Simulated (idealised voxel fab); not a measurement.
Name of the process module below: voxel capacitor over wiring
270 nm wide, 5 nm square cells: that's cross-section cut.
Heads up, the way a cross-section reads in here is a grid of square cells, handed over as bands from the top down, with every band being one or more rows of cells. First you get the band's top height and its bottom height, in nm, and then the materials it's made of, left to right, with each width in nm. If you see a single material with "everywhere", that one covers the band edge to edge. "blank" is empty space. Zero point of the height axis is 0; under it, received wafer = one material. Lowest band: continues down indefinitely, "z 0 and below". Graded width ("30 to 40"): value in top row of band = first number; value in bottom row = second number; row-to-row change constant. Where the words "nothing changed" appear for a step, the cross-section shows no cell changed by that step; every cell remained as before. Under "Sealed cavities" you'll find the enclosed gaps, the ones with no way out to the top, that are 8 cells or bigger; each reads width x height at distance, with distance counted from the left edge, everything in nm. Where a step's line continues beyond its settings, the continuation is a remark by the simulator itself on that step. What "overlay nm" on a step's line means: if the step has a mask, that mask lay this far to the right of its planned place, or, when the value is negative, to the left. Each pair of cross-sections that follows straddles one process step: the one shows the state before the step, the other the state after it, down to the lowest band that changed and no further. The step in question, and its settings, are given under the pair. Note that a pair is not necessarily a continuation of the pair above it, since pairs can come from different runs of this module on the same starting wafer; it is a continuation only where its entry headed "Before processing" says so.

**Before processing**
	z 80 to 55 | resist (75) | blank (25) | resist (65) | blank (25) | resist (80)
	z 55 to 45 | aC everywhere
	z 45 to 25 | SiO2 everywhere
	z 25 to 10 | SiN everywhere
	z 10 to 0 | SiO2 everywhere
	z 0 and below | Si everywhere
	Sealed cavities: none

**Post-Process View**
	z 70 to 55 | resist (75) | blank (25) | resist (65) | blank (25) | resist (80)
	z 55 to 45 | aC (75) | blank (25) | aC (65) | blank (25) | aC (80)
	Lower than 45, everything is as it was.
	Sealed cavities: none
Between before and after above, the operation and settings are DIRECTIONAL_ETCH [etch materials aC] [depth nm 10]

Before processing: It is represented by the cross-section appearing after the step of the pair directly above.

**Post-Process View**
	z 55 to 45 | aC (75) | blank (25) | aC (65) | blank (25) | aC (80)
	Lower than 45, everything is as it was.
	Sealed cavities: none
Between before and after above, the operation and settings are STRIP [etch materials resist]

Before processing: It is represented by the cross-section appearing after the step of the pair directly above.

**Post-Process View**
	z 55 to 45 | aC (75) | blank (25) | aC (65) | blank (25) | aC (80)
	z 45 to 25 | SiO2 (75) | blank (25) | SiO2 (65) | blank (25) | SiO2 (80)
	Lower than 25, everything is as it was.
	Sealed cavities: none
Between before and after above, the operation and settings are DIRECTIONAL_ETCH [etch materials SiO2] [depth nm 20]

Before processing: It is represented by the cross-section appearing after the step of the pair directly above.

**Post-Process View**
	z 55 to 45 | aC (75) | blank (25) | aC (65) | blank (25) | aC (80)
	z 45 to 25 | SiO2 (75) | blank (25) | SiO2 (65) | blank (25) | SiO2 (80)
	z 25 to 20 | SiN (75) | blank (25) | SiN (65) | blank (25) | SiN (80)
	Lower than 20, everything is as it was.
	Sealed cavities: none
Between before and after above, the operation and settings are DIRECTIONAL_ETCH [etch materials SiN] [depth nm 5]

Before processing: It is represented by the cross-section appearing after the step of the pair directly above.

**Post-Process View**
	z 45 to 25 | SiO2 (75) | blank (25) | SiO2 (65) | blank (25) | SiO2 (80)
	Lower than 25, everything is as it was.
	Sealed cavities: none
Between before and after above, the operation and settings are STRIP [etch materials aC]

Before processing: It is represented by the cross-section appearing after the step of the pair directly above.

**Post-Process View**
	z 50 to 45 | TiN (80) | blank (15) | TiN (75) | blank (15) | TiN (85)
	z 45 to 25 | SiO2 (75) | TiN (5) | blank (15) | TiN (5) | SiO2 (65) | TiN (5) | blank (15) | TiN (5) | SiO2 (80)
	z 25 to 20 | SiN (75) | TiN (25) | SiN (65) | TiN (25) | SiN (80)
	Lower than 20, everything is as it was.
	Sealed cavities: none
Between before and after above, the operation and settings are CONFORMAL_DEP [material TiN] [thk nm 5]

Before processing: It is represented by the cross-section appearing after the step of the pair directly above.

**Post-Process View**
	z 60 to 50 | W everywhere
	z 50 to 45 | TiN (80) | W (15) | TiN (75) | W (15) | TiN (85)
	z 45 to 25 | SiO2 (75) | TiN (5) | W (15) | TiN (5) | SiO2 (65) | TiN (5) | W (15) | TiN (5) | SiO2 (80)
	Lower than 25, everything is as it was.
	Sealed cavities: none
Between before and after above, the operation and settings are FILL_DEP [material W] [thk nm 10]

Before processing: It is represented by the cross-section appearing after the step of the pair directly above.

**Post-Process View**
	z 35 to 25 | SiO2 (75) | TiN (5) | W (15) | TiN (5) | SiO2 (65) | TiN (5) | W (15) | TiN (5) | SiO2 (80)
	Lower than 25, everything is as it was.
	Sealed cavities: none
Between before and after above, the operation and settings are CMP [height nm 35]

Before processing: It is represented by the cross-section appearing after the step of the pair directly above.

**Post-Process View**
	z 40 to 35 | SiCN everywhere
	Lower than 35, everything is as it was.
	Sealed cavities: none
Between before and after above, the operation and settings are CONFORMAL_DEP [material SiCN] [thk nm 5]

Before processing: It is represented by the cross-section appearing after the step of the pair directly above.

**Post-Process View**
	z 55 to 40 | lowk everywhere
	Lower than 40, everything is as it was.
	Sealed cavities: none
Between before and after above, the operation and settings are DIRECTIONAL_DEP [material lowk] [thk nm 15]

Before processing: It is represented by the cross-section appearing after the step of the pair directly above.

**Post-Process View**
	z 70 to 55 | resist (85) | blank (15) | resist (170)
	Lower than 55, everything is as it was.
	Sealed cavities: none
Between before and after above, the operation and settings are PATTERN [tone open] [mask id PLUG_1] [material resist] [width nm 15] [thk nm 15] [overlay nm 0]

Before processing: It is represented by the cross-section appearing after the step of the pair directly above.

**Post-Process View**
	z 70 to 55 | resist (85) | blank (15) | resist (170)
	z 55 to 40 | lowk (85) | blank (15) | lowk (170)
	Lower than 40, everything is as it was.
	Sealed cavities: none
Between before and after above, the operation and settings are DIRECTIONAL_ETCH [etch materials lowk] [depth nm 15]

Before processing: It is represented by the cross-section appearing after the step of the pair directly above.

**Post-Process View**
	z 70 to 55 | resist (85) | blank (15) | resist (170)
	z 55 to 40 | lowk (85) | blank (15) | lowk (170)
	z 40 to 35 | SiCN (85) | blank (15) | SiCN (170)
	Lower than 35, everything is as it was.
	Sealed cavities: none
Between before and after above, the operation and settings are DIRECTIONAL_ETCH [etch materials SiCN] [depth nm 5]

Before processing: It is represented by the cross-section appearing after the step of the pair directly above.

**Post-Process View**
	z 55 to 40 | lowk (85) | blank (15) | lowk (170)
	Lower than 40, everything is as it was.
	Sealed cavities: none
Between before and after above, the operation and settings are STRIP [etch materials resist]

Before processing: It is represented by the cross-section appearing after the step of the pair directly above.

**Post-Process View**
	z 55 to 45 | lowk (85) | blank (15) | lowk (170)
	z 45 to 40 | lowk (85) | Ru (15) | lowk (170)
	z 40 to 35 | SiCN (85) | Ru (15) | SiCN (170)
	Lower than 35, everything is as it was.
	Sealed cavities: none
Between before and after above, the operation and settings are EPI [material Ru] [thk nm 10]

Before processing: It is represented by the cross-section appearing after the step of the pair directly above.

**Post-Process View**
	z 55 to 40 | lowk (85) | Ru (15) | lowk (170)
	Lower than 40, everything is as it was.
	Sealed cavities: none
Between before and after above, the operation and settings are EPI [material Ru] [thk nm 10]

Before processing: It is represented by the cross-section appearing after the step of the pair directly above.

**Post-Process View**
	z 65 to 55 | TiN everywhere
	Lower than 55, everything is as it was.
	Sealed cavities: none
Between before and after above, the operation and settings are DIRECTIONAL_DEP [material TiN] [thk nm 10]

Before processing: It is represented by the cross-section appearing after the step of the pair directly above.

**Post-Process View**
	z 70 to 65 | HfO2 everywhere
	Lower than 65, everything is as it was.
	Sealed cavities: none
Between before and after above, the operation and settings are DIRECTIONAL_DEP [material HfO2] [thk nm 5]

Before processing: It is represented by the cross-section appearing after the step of the pair directly above.

**Post-Process View**
	z 75 to 70 | TiN everywhere
	Lower than 70, everything is as it was.
	Sealed cavities: none
Between before and after above, the operation and settings are DIRECTIONAL_DEP [material TiN] [thk nm 5]

Before processing: It is represented by the cross-section appearing after the step of the pair directly above.

**Post-Process View**
	z 90 to 75 | blank (85) | resist (70) | blank (115)
	Lower than 75, everything is as it was.
	Sealed cavities: none
Between before and after above, the operation and settings are PATTERN [tone cover] [mask id UPPER_PLATE] [material resist] [width nm 70] [thk nm 15] [overlay nm 0]

Before processing: It is represented by the cross-section appearing after the step of the pair directly above.

**Post-Process View**
	z 90 to 75 | blank (85) | resist (70) | blank (115)
	z 75 to 70 | blank (85) | TiN (70) | blank (115)
	Lower than 70, everything is as it was.
	Sealed cavities: none
Between before and after above, the operation and settings are DIRECTIONAL_ETCH [etch materials TiN] [depth nm 5]

Before processing: It is represented by the cross-section appearing after the step of the pair directly above.

**Post-Process View**
	z 90 to 75 | blank (85) | resist (70) | blank (115)
	z 75 to 70 | blank (85) | TiN (70) | blank (115)
	z 70 to 65 | blank (85) | HfO2 (70) | blank (115)
	Lower than 65, everything is as it was.
	Sealed cavities: none
Between before and after above, the operation and settings are DIRECTIONAL_ETCH [etch materials HfO2] [depth nm 5]

Before processing: It is represented by the cross-section appearing after the step of the pair directly above.

**Post-Process View**
	z 75 to 70 | blank (85) | TiN (70) | blank (115)
	Lower than 70, everything is as it was.
	Sealed cavities: none
Between before and after above, the operation and settings are STRIP [etch materials resist]

Before processing: It is represented by the cross-section appearing after the step of the pair directly above.

**Post-Process View**
	z 75 to 70 | blank (85) | TiN (70) | blank (115)
	z 70 to 65 | blank (85) | HfO2 (70) | blank (115)
	z 65 to 55 | blank (80) | TiN (80) | blank (110)
	Lower than 55, everything is as it was.
	Sealed cavities: none
Between before and after above, the operation and settings are MASKED_ETCH [tone cover] [mask id LOWER_PLATE] [width nm 80] [etch materials TiN] [depth nm 10] [overlay nm 0]

Before processing: It is represented by the cross-section appearing after the step of the pair directly above.

**Post-Process View**
	z 95 to 75 | SiO2 everywhere
	z 75 to 70 | SiO2 (85) | TiN (70) | SiO2 (115)
	z 70 to 65 | SiO2 (85) | HfO2 (70) | SiO2 (115)
	z 65 to 55 | SiO2 (80) | TiN (80) | SiO2 (110)
	Lower than 55, everything is as it was.
	Sealed cavities: none
Between before and after above, the operation and settings are FILL_DEP [material SiO2] [thk nm 20]

Before processing: It is represented by the cross-section appearing after the step of the pair directly above.

**Post-Process View**
	z 90 to 75 | SiO2 everywhere
	Lower than 75, everything is as it was.
	Sealed cavities: none
Between before and after above, the operation and settings are CMP [height nm 90]

Before processing: It is represented by the cross-section appearing after the step of the pair directly above.

**Post-Process View**
	z 90 to 75 | SiO2 (95) | blank (15) | SiO2 (160)
	Lower than 75, everything is as it was.
	Sealed cavities: none
Between before and after above, the operation and settings are MASKED_ETCH [tone open] [mask id PLUG_2] [width nm 15] [etch materials SiO2] [depth nm 15] [overlay nm 0]

Before processing: It is represented by the cross-section appearing after the step of the pair directly above.

**Post-Process View**
	z 95 to 90 | TiN (100) | blank (5) | TiN (165)
	z 90 to 80 | SiO2 (95) | TiN (5) | blank (5) | TiN (5) | SiO2 (160)
	z 80 to 70 | SiO2 (95 to 85) | TiN (15 to 70) | SiO2 (160 to 115)
	Lower than 70, everything is as it was.
	Sealed cavities: none
Between before and after above, the operation and settings are CONFORMAL_DEP [material TiN] [thk nm 5]

Before processing: It is represented by the cross-section appearing after the step of the pair directly above.

**Post-Process View**
	z 100 to 95 | W everywhere
	z 95 to 90 | TiN (100) | W (5) | TiN (165)
	z 90 to 80 | SiO2 (95) | TiN (5) | W (5) | TiN (5) | SiO2 (160)
	Lower than 80, everything is as it was.
	Sealed cavities: none
Between before and after above, the operation and settings are FILL_DEP [material W] [thk nm 5]

Before processing: It is represented by the cross-section appearing after the step of the pair directly above.

**Post-Process View**
	z 90 to 80 | SiO2 (95) | TiN (5) | W (5) | TiN (5) | SiO2 (160)
	Lower than 80, everything is as it was.
	Sealed cavities: none
Between before and after above, the operation and settings are CMP [height nm 90]

Before processing: It is represented by the cross-section appearing after the step of the pair directly above.

**Post-Process View**
	z 95 to 90 | SiN everywhere
	Lower than 90, everything is as it was.
	Sealed cavities: none
Between before and after above, the operation and settings are CONFORMAL_DEP [material SiN] [thk nm 5]

**Before processing**
	z 75 to 70 | TiN everywhere
	z 70 to 65 | HfO2 everywhere
	z 65 to 55 | TiN everywhere
	z 55 to 40 | lowk (85) | Ru (15) | lowk (170)
	z 40 to 35 | SiCN (85) | Ru (15) | SiCN (170)
	z 35 to 15 | SiO2 (75) | TiN (5) | W (15) | TiN (5) | SiO2 (65) | TiN (5) | W (15) | TiN (5) | SiO2 (80)
	z 15 to 10 | SiN (75) | TiN (25) | SiN (65) | TiN (25) | SiN (80)
	z 10 to 0 | SiO2 everywhere
	z 0 and below | Si everywhere
	Sealed cavities: none

**Post-Process View**
	z 90 to 75 | blank (80) | resist (80) | blank (110)
	Lower than 75, everything is as it was.
	Sealed cavities: none
Between before and after above, the operation and settings are PATTERN [tone cover] [mask id UPPER_PLATE] [material resist] [width nm 80] [thk nm 15] [overlay nm 0]

Before processing: It is represented by the cross-section appearing after the step of the pair directly above.

**Post-Process View**
	z 90 to 75 | blank (80) | resist (80) | blank (110)
	z 75 to 70 | blank (80) | TiN (80) | blank (110)
	Lower than 70, everything is as it was.
	Sealed cavities: none
Between before and after above, the operation and settings are DIRECTIONAL_ETCH [etch materials TiN] [depth nm 5]

Before processing: It is represented by the cross-section appearing after the step of the pair directly above.

**Post-Process View**
	z 90 to 75 | blank (80) | resist (80) | blank (110)
	z 75 to 70 | blank (80) | TiN (80) | blank (110)
	z 70 to 65 | blank (80) | HfO2 (80) | blank (110)
	Lower than 65, everything is as it was.
	Sealed cavities: none
Between before and after above, the operation and settings are DIRECTIONAL_ETCH [etch materials HfO2] [depth nm 5]

Before processing: It is represented by the cross-section appearing after the step of the pair directly above.

**Post-Process View**
	z 75 to 70 | blank (80) | TiN (80) | blank (110)
	Lower than 70, everything is as it was.
	Sealed cavities: none
Between before and after above, the operation and settings are STRIP [etch materials resist]

Before processing: It is represented by the cross-section appearing after the step of the pair directly above.

**Post-Process View**
	z 75 to 70 | blank (80) | TiN (80) | blank (110)
	z 70 to 65 | blank (80) | HfO2 (80) | blank (110)
	z 65 to 55 | blank (80) | TiN (80) | blank (110)
	Lower than 55, everything is as it was.
	Sealed cavities: none
Between before and after above, the operation and settings are MASKED_ETCH [tone cover] [mask id LOWER_PLATE] [width nm 80] [etch materials TiN] [depth nm 10] [overlay nm 0]

Before processing: It is represented by the cross-section appearing after the step of the pair directly above.

**Post-Process View**
	z 95 to 75 | SiO2 everywhere
	z 75 to 70 | SiO2 (80) | TiN (80) | SiO2 (110)
	z 70 to 65 | SiO2 (80) | HfO2 (80) | SiO2 (110)
	z 65 to 55 | SiO2 (80) | TiN (80) | SiO2 (110)
	Lower than 55, everything is as it was.
	Sealed cavities: none
Between before and after above, the operation and settings are FILL_DEP [material SiO2] [thk nm 20]

Before processing: It is represented by the cross-section appearing after the step of the pair directly above.

**Post-Process View**
	z 90 to 75 | SiO2 everywhere
	Lower than 75, everything is as it was.
	Sealed cavities: none
Between before and after above, the operation and settings are CMP [height nm 90]

Before processing: It is represented by the cross-section appearing after the step of the pair directly above.

**Post-Process View**
	z 90 to 75 | SiO2 (95) | blank (15) | SiO2 (160)
	Lower than 75, everything is as it was.
	Sealed cavities: none
Between before and after above, the operation and settings are MASKED_ETCH [tone open] [mask id PLUG_2] [width nm 15] [etch materials SiO2] [depth nm 15] [overlay nm 0]

Before processing: It is represented by the cross-section appearing after the step of the pair directly above.

**Post-Process View**
	z 95 to 90 | TiN (100) | blank (5) | TiN (165)
	z 90 to 80 | SiO2 (95) | TiN (5) | blank (5) | TiN (5) | SiO2 (160)
	z 80 to 70 | SiO2 (95 to 80) | TiN (15 to 80) | SiO2 (160 to 110)
	Lower than 70, everything is as it was.
	Sealed cavities: none
Between before and after above, the operation and settings are CONFORMAL_DEP [material TiN] [thk nm 5]

Before processing: It is represented by the cross-section appearing after the step of the pair directly above.

**Post-Process View**
	z 100 to 95 | W everywhere
	z 95 to 90 | TiN (100) | W (5) | TiN (165)
	z 90 to 80 | SiO2 (95) | TiN (5) | W (5) | TiN (5) | SiO2 (160)
	Lower than 80, everything is as it was.
	Sealed cavities: none
Between before and after above, the operation and settings are FILL_DEP [material W] [thk nm 5]

Before processing: It is represented by the cross-section appearing after the step of the pair directly above.

**Post-Process View**
	z 90 to 80 | SiO2 (95) | TiN (5) | W (5) | TiN (5) | SiO2 (160)
	Lower than 80, everything is as it was.
	Sealed cavities: none
Between before and after above, the operation and settings are CMP [height nm 90]

Before processing: It is represented by the cross-section appearing after the step of the pair directly above.

**Post-Process View**
	z 95 to 90 | SiN everywhere
	Lower than 90, everything is as it was.
	Sealed cavities: none
Between before and after above, the operation and settings are CONFORMAL_DEP [material SiN] [thk nm 5]

**Before processing**
	z 55 to 40 | lowk everywhere
	z 40 to 35 | SiCN everywhere
	z 35 to 15 | SiO2 (75) | TiN (5) | W (15) | TiN (5) | SiO2 (65) | TiN (5) | W (15) | TiN (5) | SiO2 (80)
	z 15 to 10 | SiN (75) | TiN (25) | SiN (65) | TiN (25) | SiN (80)
	z 10 to 0 | SiO2 everywhere
	z 0 and below | Si everywhere
	Sealed cavities: none

**Post-Process View**
	z 70 to 55 | resist (75) | blank (15) | resist (180)
	Lower than 55, everything is as it was.
	Sealed cavities: none
Between before and after above, the operation and settings are PATTERN [tone open] [mask id PLUG_1] [material resist] [width nm 15] [thk nm 15] [overlay nm -10]

Before processing: It is represented by the cross-section appearing after the step of the pair directly above.

**Post-Process View**
	z 70 to 55 | resist (75) | blank (15) | resist (180)
	z 55 to 40 | lowk (75) | blank (15) | lowk (180)
	Lower than 40, everything is as it was.
	Sealed cavities: none
Between before and after above, the operation and settings are DIRECTIONAL_ETCH [etch materials lowk] [depth nm 15]

Before processing: It is represented by the cross-section appearing after the step of the pair directly above.

**Post-Process View**
	z 70 to 55 | resist (75) | blank (15) | resist (180)
	z 55 to 40 | lowk (75) | blank (15) | lowk (180)
	z 40 to 35 | SiCN (75) | blank (15) | SiCN (180)
	Lower than 35, everything is as it was.
	Sealed cavities: none
Between before and after above, the operation and settings are DIRECTIONAL_ETCH [etch materials SiCN] [depth nm 5]

Before processing: It is represented by the cross-section appearing after the step of the pair directly above.

**Post-Process View**
	z 55 to 40 | lowk (75) | blank (15) | lowk (180)
	Lower than 40, everything is as it was.
	Sealed cavities: none
Between before and after above, the operation and settings are STRIP [etch materials resist]

Before processing: It is represented by the cross-section appearing after the step of the pair directly above.

**Post-Process View**
	z 55 to 45 | lowk (75) | blank (15) | lowk (180)
	z 45 to 40 | lowk (75) | Ru (15) | lowk (180)
	z 40 to 35 | SiCN (75) | Ru (15) | SiCN (180)
	Lower than 35, everything is as it was.
	Sealed cavities: none
Between before and after above, the operation and settings are EPI [material Ru] [thk nm 10]

Before processing: It is represented by the cross-section appearing after the step of the pair directly above.

**Post-Process View**
	z 55 to 40 | lowk (75) | Ru (15) | lowk (180)
	Lower than 40, everything is as it was.
	Sealed cavities: none
Between before and after above, the operation and settings are EPI [material Ru] [thk nm 10]

Before processing: It is represented by the cross-section appearing after the step of the pair directly above.

**Post-Process View**
	z 65 to 55 | TiN everywhere
	Lower than 55, everything is as it was.
	Sealed cavities: none
Between before and after above, the operation and settings are DIRECTIONAL_DEP [material TiN] [thk nm 10]

Before processing: It is represented by the cross-section appearing after the step of the pair directly above.

**Post-Process View**
	z 70 to 65 | HfO2 everywhere
	Lower than 65, everything is as it was.
	Sealed cavities: none
Between before and after above, the operation and settings are DIRECTIONAL_DEP [material HfO2] [thk nm 5]

Before processing: It is represented by the cross-section appearing after the step of the pair directly above.

**Post-Process View**
	z 75 to 70 | TiN everywhere
	Lower than 70, everything is as it was.
	Sealed cavities: none
Between before and after above, the operation and settings are DIRECTIONAL_DEP [material TiN] [thk nm 5]

Before processing: It is represented by the cross-section appearing after the step of the pair directly above.

**Post-Process View**
	z 90 to 75 | blank (85) | resist (70) | blank (115)
	Lower than 75, everything is as it was.
	Sealed cavities: none
Between before and after above, the operation and settings are PATTERN [tone cover] [mask id UPPER_PLATE] [material resist] [width nm 70] [thk nm 15] [overlay nm 0]

Before processing: It is represented by the cross-section appearing after the step of the pair directly above.

**Post-Process View**
	z 90 to 75 | blank (85) | resist (70) | blank (115)
	z 75 to 70 | blank (85) | TiN (70) | blank (115)
	Lower than 70, everything is as it was.
	Sealed cavities: none
Between before and after above, the operation and settings are DIRECTIONAL_ETCH [etch materials TiN] [depth nm 5]

Before processing: It is represented by the cross-section appearing after the step of the pair directly above.

**Post-Process View**
	z 90 to 75 | blank (85) | resist (70) | blank (115)
	z 75 to 70 | blank (85) | TiN (70) | blank (115)
	z 70 to 65 | blank (85) | HfO2 (70) | blank (115)
	Lower than 65, everything is as it was.
	Sealed cavities: none
Between before and after above, the operation and settings are DIRECTIONAL_ETCH [etch materials HfO2] [depth nm 5]

Before processing: It is represented by the cross-section appearing after the step of the pair directly above.

**Post-Process View**
	z 75 to 70 | blank (85) | TiN (70) | blank (115)
	Lower than 70, everything is as it was.
	Sealed cavities: none
Between before and after above, the operation and settings are STRIP [etch materials resist]

Before processing: It is represented by the cross-section appearing after the step of the pair directly above.

**Post-Process View**
	z 75 to 70 | blank (85) | TiN (70) | blank (115)
	z 70 to 65 | blank (85) | HfO2 (70) | blank (115)
	z 65 to 55 | blank (80) | TiN (80) | blank (110)
	Lower than 55, everything is as it was.
	Sealed cavities: none
Between before and after above, the operation and settings are MASKED_ETCH [tone cover] [mask id LOWER_PLATE] [width nm 80] [etch materials TiN] [depth nm 10] [overlay nm 0]

Before processing: It is represented by the cross-section appearing after the step of the pair directly above.

**Post-Process View**
	z 95 to 75 | SiO2 everywhere
	z 75 to 70 | SiO2 (85) | TiN (70) | SiO2 (115)
	z 70 to 65 | SiO2 (85) | HfO2 (70) | SiO2 (115)
	z 65 to 55 | SiO2 (80) | TiN (80) | SiO2 (110)
	Lower than 55, everything is as it was.
	Sealed cavities: none
Between before and after above, the operation and settings are FILL_DEP [material SiO2] [thk nm 20]

Before processing: It is represented by the cross-section appearing after the step of the pair directly above.

**Post-Process View**
	z 90 to 75 | SiO2 everywhere
	Lower than 75, everything is as it was.
	Sealed cavities: none
Between before and after above, the operation and settings are CMP [height nm 90]

Before processing: It is represented by the cross-section appearing after the step of the pair directly above.

**Post-Process View**
	z 90 to 75 | SiO2 (95) | blank (15) | SiO2 (160)
	Lower than 75, everything is as it was.
	Sealed cavities: none
Between before and after above, the operation and settings are MASKED_ETCH [tone open] [mask id PLUG_2] [width nm 15] [etch materials SiO2] [depth nm 15] [overlay nm 0]

Before processing: It is represented by the cross-section appearing after the step of the pair directly above.

**Post-Process View**
	z 95 to 90 | TiN (100) | blank (5) | TiN (165)
	z 90 to 80 | SiO2 (95) | TiN (5) | blank (5) | TiN (5) | SiO2 (160)
	z 80 to 70 | SiO2 (95 to 85) | TiN (15 to 70) | SiO2 (160 to 115)
	Lower than 70, everything is as it was.
	Sealed cavities: none
Between before and after above, the operation and settings are CONFORMAL_DEP [material TiN] [thk nm 5]

Before processing: It is represented by the cross-section appearing after the step of the pair directly above.

**Post-Process View**
	z 100 to 95 | W everywhere
	z 95 to 90 | TiN (100) | W (5) | TiN (165)
	z 90 to 80 | SiO2 (95) | TiN (5) | W (5) | TiN (5) | SiO2 (160)
	Lower than 80, everything is as it was.
	Sealed cavities: none
Between before and after above, the operation and settings are FILL_DEP [material W] [thk nm 5]

Before processing: It is represented by the cross-section appearing after the step of the pair directly above.

**Post-Process View**
	z 90 to 80 | SiO2 (95) | TiN (5) | W (5) | TiN (5) | SiO2 (160)
	Lower than 80, everything is as it was.
	Sealed cavities: none
Between before and after above, the operation and settings are CMP [height nm 90]

Before processing: It is represented by the cross-section appearing after the step of the pair directly above.

**Post-Process View**
	z 95 to 90 | SiN everywhere
	Lower than 90, everything is as it was.
	Sealed cavities: none
Between before and after above, the operation and settings are CONFORMAL_DEP [material SiN] [thk nm 5]

**Before processing**
	z 95 to 90 | TiN (100) | blank (5) | TiN (165)
	z 90 to 80 | SiO2 (95) | TiN (5) | blank (5) | TiN (5) | SiO2 (160)
	z 80 to 70 | SiO2 (95 to 85) | TiN (15 to 70) | SiO2 (160 to 115)
	z 70 to 65 | SiO2 (85) | HfO2 (70) | SiO2 (115)
	z 65 to 55 | SiO2 (80) | TiN (80) | SiO2 (110)
	z 55 to 40 | lowk (85) | Ru (15) | lowk (170)
	z 40 to 35 | SiCN (85) | Ru (15) | SiCN (170)
	z 35 to 15 | SiO2 (75) | TiN (5) | W (15) | TiN (5) | SiO2 (65) | TiN (5) | W (15) | TiN (5) | SiO2 (80)
	z 15 to 10 | SiN (75) | TiN (25) | SiN (65) | TiN (25) | SiN (80)
	z 10 to 0 | SiO2 everywhere
	z 0 and below | Si everywhere
	Sealed cavities: none

**Post-Process View**
	z 100 to 95 | lowk everywhere
	z 95 to 90 | TiN (100) | lowk (5) | TiN (165)
	z 90 to 80 | SiO2 (95) | TiN (5) | lowk (5) | TiN (5) | SiO2 (160)
	Lower than 80, everything is as it was.
	Sealed cavities: none
Between before and after above, the operation and settings are FILL_DEP [material lowk] [thk nm 5]

Before processing: It is represented by the cross-section appearing after the step of the pair directly above.

**Post-Process View**
	z 90 to 80 | SiO2 (95) | TiN (5) | lowk (5) | TiN (5) | SiO2 (160)
	Lower than 80, everything is as it was.
	Sealed cavities: none
Between before and after above, the operation and settings are CMP [height nm 90]

Before processing: It is represented by the cross-section appearing after the step of the pair directly above.

**Post-Process View**
	z 95 to 90 | SiN everywhere
	Lower than 90, everything is as it was.
	Sealed cavities: none
Between before and after above, the operation and settings are CONFORMAL_DEP [material SiN] [thk nm 5]

**Before processing**
	z 90 to 75 | SiO2 everywhere
	z 75 to 70 | SiO2 (85) | TiN (70) | SiO2 (115)
	z 70 to 65 | SiO2 (85) | HfO2 (70) | SiO2 (115)
	z 65 to 55 | SiO2 (80) | TiN (80) | SiO2 (110)
	z 55 to 40 | lowk (85) | Ru (15) | lowk (170)
	z 40 to 35 | SiCN (85) | Ru (15) | SiCN (170)
	z 35 to 15 | SiO2 (75) | TiN (5) | W (15) | TiN (5) | SiO2 (65) | TiN (5) | W (15) | TiN (5) | SiO2 (80)
	z 15 to 10 | SiN (75) | TiN (25) | SiN (65) | TiN (25) | SiN (80)
	z 10 to 0 | SiO2 everywhere
	z 0 and below | Si everywhere
	Sealed cavities: none

**Post-Process View**
	z 90 to 75 | blank (95) | SiO2 (15) | blank (160)
	Lower than 75, everything is as it was.
	Sealed cavities: none
Between before and after above, the operation and settings are MASKED_ETCH [tone cover] [mask id PLUG_2] [width nm 15] [etch materials SiO2] [depth nm 15] [overlay nm 0]

Before processing: It is represented by the cross-section appearing after the step of the pair directly above.

**Post-Process View**
	z 95 to 90 | blank (90) | TiN (25) | blank (155)
	z 90 to 80 | blank (90) | TiN (5) | SiO2 (15) | TiN (5) | blank (155)
	z 80 to 75 | TiN (95) | SiO2 (15) | TiN (160)
	Lower than 75, everything is as it was.
	Sealed cavities: none
Between before and after above, the operation and settings are CONFORMAL_DEP [material TiN] [thk nm 5]

Before processing: It is represented by the cross-section appearing after the step of the pair directly above.

**Post-Process View**
	z 100 to 95 | W everywhere
	z 95 to 90 | W (90) | TiN (25) | W (155)
	z 90 to 80 | W (90) | TiN (5) | SiO2 (15) | TiN (5) | W (155)
	Lower than 80, everything is as it was.
	Sealed cavities: none
Between before and after above, the operation and settings are FILL_DEP [material W] [thk nm 5]

Before processing: It is represented by the cross-section appearing after the step of the pair directly above.

**Post-Process View**
	z 90 to 80 | W (90) | TiN (5) | SiO2 (15) | TiN (5) | W (155)
	Lower than 80, everything is as it was.
	Sealed cavities: none
Between before and after above, the operation and settings are CMP [height nm 90]

Before processing: It is represented by the cross-section appearing after the step of the pair directly above.

**Post-Process View**
	z 95 to 90 | SiN everywhere
	Lower than 90, everything is as it was.
	Sealed cavities: none
Between before and after above, the operation and settings are CONFORMAL_DEP [material SiN] [thk nm 5]
